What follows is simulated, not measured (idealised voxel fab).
process module | voxel self aligned contacts
cross-section cut | 225 nm wide | cells 5 nm
A cross-section is a grid of square cells, given in bands from the top down. A band is one or more rows of cells.
Each band's line starts with the height of the band's top and of its bottom, in nm. Then come its materials from left to right, each with its width in nm. One material with "throughout" fills the band from edge to edge. "air" is empty space.
Height 0 is the level under which the wafer as received is all one material. The lowest band goes on downwards, as in "0 down".
A width such as "30 to 40" changes by the same amount from each row of cells to the next, from the band's top row to its bottom row.
"no change" after a step means that no cell of the cross-section changed.
closed voids: empty space of 8 cells or more with no open way to the top, each as width x height at its distance from the left edge, in nm
after a step's settings: what the simulator itself notes on the step
overlay nm, on a step with a mask: how far to the right of its planned place the mask lay; to the left if negative
plan
1 op RECEIVE | material Si
2 op OXIDIZE | depth nm 5
3 op DIRECTIONAL_DEP | material polySi | thk nm 30
4 op DIRECTIONAL_DEP | material SiN | thk nm 15
5 op MASKED_ETCH | tone cover | mask id GATE | width nm 30 | pitch nm 55 | etch materials SiN | depth nm 15 | overlay nm 0
6 op MASKED_ETCH | tone cover | mask id GATE | width nm 30 | pitch nm 55 | etch materials polySi | depth nm 30 | overlay nm 0
7 op CONFORMAL_DEP | material SiN | thk nm 5
8 op DIRECTIONAL_ETCH | etch materials SiN | depth nm 5
9 op FILL_DEP | material SiO2 | thk nm 20
10 op CMP | height nm 55
11 op MASKED_ETCH | tone open | mask id CONTACT | width nm 35 | pitch nm 55 | etch materials SiO2 | depth nm 60 | overlay nm 0
12 op CONFORMAL_DEP | material TiN | thk nm 5
13 op FILL_DEP | material W | thk nm 10
14 op CMP | height nm 55
15 op CONFORMAL_DEP | material SiN | thk nm 5
as received, after step 1
  0 down: Si throughout
  closed voids: none
a wafer at the end: this start, this plan, one mistake
  60 to 55: SiN throughout
  55 to 45: SiO2 65 | TiN 5 to 15 | W 25 to 10 | TiN 5 to 10 | SiO2 20 | TiN 5 to 15 | W 25 to 10 | TiN 5 to 10 | SiO2 70
  45 to 35: SiO2 40 | SiN 35 | TiN 5 | W 10 | TiN 5 | SiN 35 | TiN 5 | W 10 | TiN 5 | SiN 35 | SiO2 40
  35 to 30: SiO2 40 | SiN 35 | TiN 5 | W 5 | TiN 10 | SiN 35 | TiN 5 | W 5 | TiN 10 | SiN 35 | SiO2 40
  30 to 0: SiO2 35 | SiN 5 | polySi 30 | SiN 5 | TiN 5 | W 5 | TiN 5 | SiN 5 | polySi 30 | SiN 5 | TiN 5 | W 5 | TiN 5 | SiN 5 | polySi 30 | SiN 5 | SiO2 40
  0 to -5: SiO2 75 | TiN 15 | SiO2 40 | TiN 15 | SiO2 80
  -5 down: Si throughout
  closed voids: none
what went wrong: step 5 ran as: op MASKED_ETCH | tone cover | mask id GATE | width nm 25 | pitch nm 55 | etch materials SiN | depth nm 15 | overlay nm 0
